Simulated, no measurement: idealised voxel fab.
Herein follows the process module entitled voxel released beams.
Cross-section cut: width 200 nm, square cells of 5 nm.
We lay out every cross-section as a grid of square cells and spell it out in bands from the top down, where one band means one or more rows of cells. This entry defines a band. It first specifies the height of the band's top and the height of its bottom in nm, and then specifies the band's materials from left to right, stating each material with its width in nm. The word "edge to edge" identifies a single material that fills the band from edge to edge, while the word "empty" identifies empty space. Convention: height 0 is the level below which the wafer, as received, is all one material. The lowest band does not terminate at the bottom but continues downward, represented as "z 0 and below". It should be noted that a width expressed as "30..40" varies in equal increments from row to row of cells within the band, taking the value of the first number at the top row and that of the second number at the bottom row. The cross-section has no changed cell in any step marked "left unchanged". So "Voids, enclosed" is basically the list of trapped voids: any empty space of 8 cells or more that can't reach the top through an opening. They're written width x height at distance, the distance being from the left edge, and it's all nm. It should be noted that, on the line of a given step, the content following the step's settings is a remark produced by the simulator itself with respect to that step. The setting "overlay nm" may be written on the line of a step. When the step uses a mask, the value reports how far to the right of the planned place the mask lay, and a negative value reports that it lay to the left.
## plan
step 1: RECEIVE | material Si
step 2: CONFORMAL_DEP | material SiN | thk nm 5
step 3: DIRECTIONAL_DEP | material SiO2 | thk nm 20
step 4: PATTERN | tone open | mask id ANCHOR | material resist | width nm 35 | thk nm 15 | overlay nm 0
step 5: DIRECTIONAL_ETCH | etch materials SiO2 | depth nm 20
step 6: STRIP | etch materials resist
step 7: CONFORMAL_DEP | material polySi | thk nm 15
step 8: DIRECTIONAL_DEP | material aC | thk nm 15
step 9: PATTERN | tone cover | mask id BEAM | material resist | width nm 110 | thk nm 30 | overlay nm 0
step 10: DIRECTIONAL_ETCH | etch materials aC | depth nm 15
step 11: STRIP | etch materials resist
step 12: DIRECTIONAL_ETCH | etch materials polySi | depth nm 15
step 13: STRIP | etch materials aC
step 14: STRIP | etch materials SiO2
## Cross-section of the incoming wafer, state after step 1
- z 0 and below: Si edge to edge
- Voids, enclosed: none
## Wafer at module end, in section. Began as above, planned as above, run with one mistake
- z 40 to 25: 40 empty  110 polySi  50 empty
- z 25 to 5: 50 empty  30 polySi  120 empty
- z 5 to 0: SiN edge to edge
- z 0 and below: Si edge to edge
- Voids, enclosed: none
Deviation from plan: the process deviated at step 4: the operation and settings actually run there were PATTERN | tone open | mask id ANCHOR | material resist | width nm 30 | thk nm 15 | overlay nm 0
